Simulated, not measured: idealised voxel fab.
Documented hereafter: the process module known as voxel gate over fins.
The width of the displayed cross-section, cut, is 295 nm; its cells are square, with a size of 5 nm.
A cross-section is written here as square cells arranged in a grid, and it is given in bands from the top down, each band taking up one or more rows of cells.
Per band: top height and bottom height in nm, followed by the left-to-right materials and their widths in nm; "everywhere" marks a single material spanning edge to edge, "blank" marks empty space.
A quick word on heights: they are counted from 0, and under that level the wafer as it came to us is one material throughout. The lowest band is different from the rest in having no bottom; it simply continues downward, written as in "from 0 down".
So if you see something like "30 to 40" for the width, read it as the top row of the band sitting at the first number and the bottom row at the second, with every row in between moving by the same amount as the last.
A step reported as "stayed the same" is a step in which no cell of the cross-section changed.
"Closed void roster": sealed empty spaces, 8 cells or more, no open way to top, listed width x height at distance, with distance from the left edge and width, height and distance in nm.
On each step's line, the part that comes after the settings is the simulator's own comment on the step.
overlay nm: mask right of planned place by this much (step with mask). Neg. = left.

## The planned process steps are enumerated hereunder
1: RECEIVE,material Si
2: CONFORMAL_DEP,material SiN,thk nm 10
3: DIRECTIONAL_DEP,material aC,thk nm 15
4: PATTERN,tone cover,mask id FINS,material resist,width nm 15,pitch nm 60,thk nm 30,overlay nm 0
5: DIRECTIONAL_ETCH,etch materials aC,depth nm 15
6: STRIP,etch materials resist
7: DIRECTIONAL_ETCH,etch materials SiN,depth nm 10
8: DIRECTIONAL_ETCH,etch materials Si,depth nm 35
9: STRIP,etch materials aC
10: FILL_DEP,material SiO2,thk nm 15
11: CMP,height nm 10
12: DIRECTIONAL_DEP,material aC,thk nm 15
13: PATTERN,tone open,mask id RAIL,material resist,width nm 15,thk nm 30,overlay nm 0
14: DIRECTIONAL_ETCH,etch materials aC,depth nm 15
15: STRIP,etch materials resist
16: DIRECTIONAL_ETCH,etch materials SiO2,depth nm 40
17: STRIP,etch materials aC
18: CONFORMAL_DEP,material TiN,thk nm 5
19: FILL_DEP,material W,thk nm 10
20: CMP,height nm 10
21: SELECTIVE_ETCH,etch materials W Ru TiN,depth nm 25
22: FILL_DEP,material SiO2,thk nm 5
23: CMP,height nm 10
24: SELECTIVE_ETCH,etch materials SiO2,depth nm 20
25: STRIP,etch materials SiN
26: CONFORMAL_DEP,material HfO2,thk nm 5
27: CONFORMAL_DEP,material TiN,thk nm 5
28: CONFORMAL_DEP,material TiAl,thk nm 5
29: CONFORMAL_DEP,material TiN,thk nm 5
30: FILL_DEP,material W,thk nm 10
31: CMP,height nm 25
32: CONFORMAL_DEP,material SiCN,thk nm 5

## Cross-section of the wafer at receipt, which is the condition after step 1
* from 0 down | Si everywhere
* Closed void roster: none

## Module complete, cross-section. Starting point and plan per above. One mistake made in running the module
* from 30 to 25 | SiCN everywhere
* from 25 to 20 | 120 of W; 5 of TiN; 45 of TiAl; 5 of TiN; 120 of W
* from 20 to 15 | 90 of W; 35 of TiN; 5 of TiAl; 35 of TiN; 5 of TiAl; 35 of TiN; 90 of W
* from 15 to 10 | 90 of W; 5 of TiN; 35 of TiAl; 5 of TiN; 25 of HfO2; 5 of TiN; 35 of TiAl; 5 of TiN; 90 of W
* from 10 to 5 | 95 of TiN; 5 of TiAl; 35 of TiN; 5 of HfO2; 15 of W; 5 of HfO2; 35 of TiN; 5 of TiAl; 95 of TiN
* from 5 to 0 | 100 of TiAl; 5 of TiN; 25 of HfO2; 5 of TiN; 5 of HfO2; 15 of W; 5 of HfO2; 5 of TiN; 25 of HfO2; 5 of TiN; 100 of TiAl
* from 0 to -5 | 105 of TiN; 5 of HfO2; 15 of Si; 5 of HfO2; 5 of TiN; 5 of HfO2; 15 of W; 5 of HfO2; 5 of TiN; 5 of HfO2; 15 of Si; 5 of HfO2; 105 of TiN
* from -5 to -10 | 110 of HfO2; 15 of Si; 15 of HfO2; 15 of W; 15 of HfO2; 15 of Si; 110 of HfO2
* from -10 to -15 | 110 of SiO2; 15 of Si; 15 of SiO2; 15 of W; 15 of SiO2; 15 of Si; 110 of SiO2
* from -15 to -25 | 110 of SiO2; 15 of Si; 15 of SiO2; 5 of TiN; 5 of W; 5 of TiN; 15 of SiO2; 15 of Si; 110 of SiO2
* from -25 to -30 | 110 of SiO2; 15 of Si; 15 of SiO2; 15 of TiN; 15 of SiO2; 15 of Si; 110 of SiO2
* from -30 to -35 | 110 of SiO2; 15 of Si; 45 of SiO2; 15 of Si; 110 of SiO2
* from -35 down | Si everywhere
* Closed void roster: none
what went wrong: so step 22 ended up running with a different setting than we planned, it ran as FILL_DEP,material W,thk nm 5
